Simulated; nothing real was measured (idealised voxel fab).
Presented below is a process module, voxel spacer lines.
It is cross-section cut that appears here, measuring 300 nm in width, its square cells being 5 nm in size.
Throughout this document, each cross-section is represented as a grid of square cells and is presented as a sequence of bands enumerated from the top downward, where a band comprises one or more rows of cells. Top height, bottom height, nm. Materials left to right, width each, nm. Single material + "everywhere" = fills band edge to edge. "blank" = empty. Note: height 0 marks the level under which the wafer is uniformly one material as received. Lowest band unbounded below, written "top 0, no bottom". With a width like "30->40", each row of cells in the band differs from the next by the same amount, the top row carrying the first number and the bottom row the second. "remains unaltered" after a step means that no cell of the cross-section changed. Look at "Enclosed void list" for the closed voids: empty spaces with no open path to the top, sized 8 cells or up. Each is width x height at distance, distance from the left edge, all nm. Past the settings on a step's line: simulator remark, on that step. What "overlay nm" on a step's line means: if the step has a mask, that mask lay this far to the right of its planned place, or, when the value is negative, to the left.
So here's the lineup of process steps we planned:
| 1 | RECEIVE | material Si |
| 2 | CONFORMAL_DEP | material Al2O3 | thk nm 10 |
| 3 | DIRECTIONAL_DEP | material TiN | thk nm 15 |
| 4 | DIRECTIONAL_DEP | material aC | thk nm 30 |
| 5 | PATTERN | tone cover | mask id MANDREL | material resist | width nm 20 | pitch nm 60 | thk nm 35 | overlay nm 0 |
| 6 | DIRECTIONAL_ETCH | etch materials aC | depth nm 30 |
| 7 | STRIP | etch materials resist |
| 8 | CONFORMAL_DEP | material SiO2 | thk nm 10 |
| 9 | DIRECTIONAL_ETCH | etch materials SiO2 | depth nm 10 |
| 10 | STRIP | etch materials aC |
| 11 | DIRECTIONAL_ETCH | etch materials TiN | depth nm 15 |
| 12 | STRIP | etch materials SiO2 |
The cross-section here shows the wafer as received, i.e. in its state after step 1:
	top 0, no bottom = Si everywhere
	Enclosed void list: none
Cross-sectional result after module completion. Note: starting condition and plan are unchanged from above; one processing mistake was made:
	top 40, bottom 10 = TiN everywhere
	top 10, bottom 0 = Al2O3 everywhere
	top 0, no bottom = Si everywhere
	Enclosed void list: none
Plan not followed: step 4: run off-plan, actual operation and settings DIRECTIONAL_DEP | material TiN | thk nm 30
